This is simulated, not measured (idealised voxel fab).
You're looking at the process module voxel released beams.
This is section cut - it's 160 nm across, gridded in 5 nm square cells.
In what follows, cross-sections appear as grids of square cells, described through bands that run from the top down, where every band is one or more rows of cells.
The entry gives the band's vertical extent as a top height and a bottom height in nm, then its horizontal make-up as materials from left to right, each with a width in nm. "blank" stands for empty space; a single material marked "throughout" fills the band edge to edge.
It should be noted that heights are counted from 0, beneath which the wafer as supplied is of one material throughout, and that the lowest band possesses no lower boundary but continues downward, as written in "top 0, no bottom".
Think of "30 to 40" as a width that walks from the first number to the second as you go down the band, top row to bottom row, taking equal-sized steps from row to row.
Step note "all unchanged" = no cross-section cell changed.
Enclosed voids (no open way to top), threshold 8 cells or more, entry "Enclosed void list", notation width x height at distance, distance from left edge, nm.
Note: text after step settings on the step line = simulator remark on that step.
overlay nm: mask offset rightward from planned place, masked step; negative means leftward offset.
SO HERE'S THE LINEUP OF PROCESS STEPS WE PLANNED
1 RECEIVE,material Si
2 CONFORMAL_DEP,material Al2O3,thk nm 5
3 DIRECTIONAL_DEP,material SiO2,thk nm 20
4 DIRECTIONAL_DEP,material aC,thk nm 10
5 PATTERN,tone open,mask id ANCHOR,material resist,width nm 25,thk nm 25,overlay nm 0
6 DIRECTIONAL_ETCH,etch materials aC,depth nm 10
7 STRIP,etch materials resist
8 DIRECTIONAL_ETCH,etch materials SiO2,depth nm 20
9 STRIP,etch materials aC
10 CONFORMAL_DEP,material polySi,thk nm 10
11 PATTERN,tone cover,mask id BEAM,material resist,width nm 90,thk nm 15,overlay nm 0
12 DIRECTIONAL_ETCH,etch materials polySi,depth nm 10
13 STRIP,etch materials resist
14 STRIP,etch materials SiO2
WAFER AT RECEIPT (POST STEP 1), CROSS-SECTION
    top 0, no bottom | Si throughout
    Enclosed void list: none
STARTING STRUCTURE AND PROCESS PLAN ARE AS SHOWN ABOVE, BUT ONE MISTAKE WAS MADE IN RUNNING THE MODULE; THE WAFER CROSS-SECTION AT THE END OF THE MODULE FOLLOWS
    top 0, no bottom | Si throughout
    Enclosed void list: none
Diagnosis: off-plan run, step 2, actual operation and settings CONFORMAL_DEP,material SiO2,thk nm 5
